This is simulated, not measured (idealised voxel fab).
Process module, titled voxel plated lines
FYI the section here is cut, 210 nm wide, cells are 5 nm squares.
If you're reading a cross-section in this doc, picture square cells in a grid; it comes to you as bands, top ones listed first down to the bottom, and a band can be one or more rows of cells. Band: top and bottom heights (nm) first, top before bottom; then materials from left to right, widths in nm. "edge to edge" marks a sole material filling the band edge to edge. "air" denotes empty space. For the purposes of this specification, 0 denotes the height below which the wafer in its as-received condition is composed wholly of one material, and the lowermost band, lacking a lower limit, extends downward without end, as expressed in "0 down". Width spec "30->40" -> top row of cells at first value, bottom row at second value, equal per-row change in between. "nothing got changed" for a step: no cell of the cross-section changed in that step. Entry "Closed voids list". Content: empty spaces with no open connection to the top, size 8 cells or greater. Each: width x height at distance. Distance: from left edge. Unit: nm. Whatever follows a step's settings on its line is a remark the simulator itself makes about that step. overlay nm: mask right of planned place by this much (step with mask). Neg. = left.

**The following list gives the planned process steps**
1. RECEIVE (material Si)
2. CONFORMAL_DEP (material Al2O3; thk nm 10)
3. DIRECTIONAL_DEP (material TiN; thk nm 5)
4. PATTERN (tone open; mask id LINES; material resist; width nm 25; pitch nm 40; thk nm 40; overlay nm 0)
5. EPI (material Ru; thk nm 10)
6. EPI (material Ru; thk nm 10)
7. EPI (material Ru; thk nm 10)
8. STRIP (etch materials resist)
9. DIRECTIONAL_ETCH (etch materials TiN; depth nm 5)
10. CONFORMAL_DEP (material SiN; thk nm 10)

**As-received state of the wafer in cross-section, equivalent to post-step 1**
- 0 down: Si edge to edge
- Closed voids list: none

**Looking at the first of two wafers in cross-section at end of module - ran to plan**
- 55 to 45: air=60  SiN=85  air=65
- 45 to 20: air=60  SiN=10  Ru=25  SiN=15  Ru=25  SiN=10  air=65
- 20 to 15: SiN=70  Ru=25  SiN=15  Ru=25  SiN=75
- 15 to 10: SiN=70  TiN=25  SiN=15  TiN=25  SiN=75
- 10 to 0: Al2O3 edge to edge
- 0 down: Si edge to edge
- Closed voids list: none

**Cross-section, wafer two of two, end of module: same start and plan as wafer one, one error in execution**
- 65 to 55: air=60  SiN=85  air=65
- 55 to 20: air=60  SiN=10  Ru=25  SiN=15  Ru=25  SiN=10  air=65
- 20 to 15: SiN=70  Ru=25  SiN=15  Ru=25  SiN=75
- 15 to 10: SiN=70  TiN=25  SiN=15  TiN=25  SiN=75
- 10 to 0: Al2O3 edge to edge
- 0 down: Si edge to edge
- Closed voids list: none
Nonconformance to the process plan: which of the identical steps 5, 6 and 7 was run twice cannot be determined, only that one of them was
The final cell counts differ between the wafers, with the second having more or fewer of some materials than the first: Ru +20, SiN +14
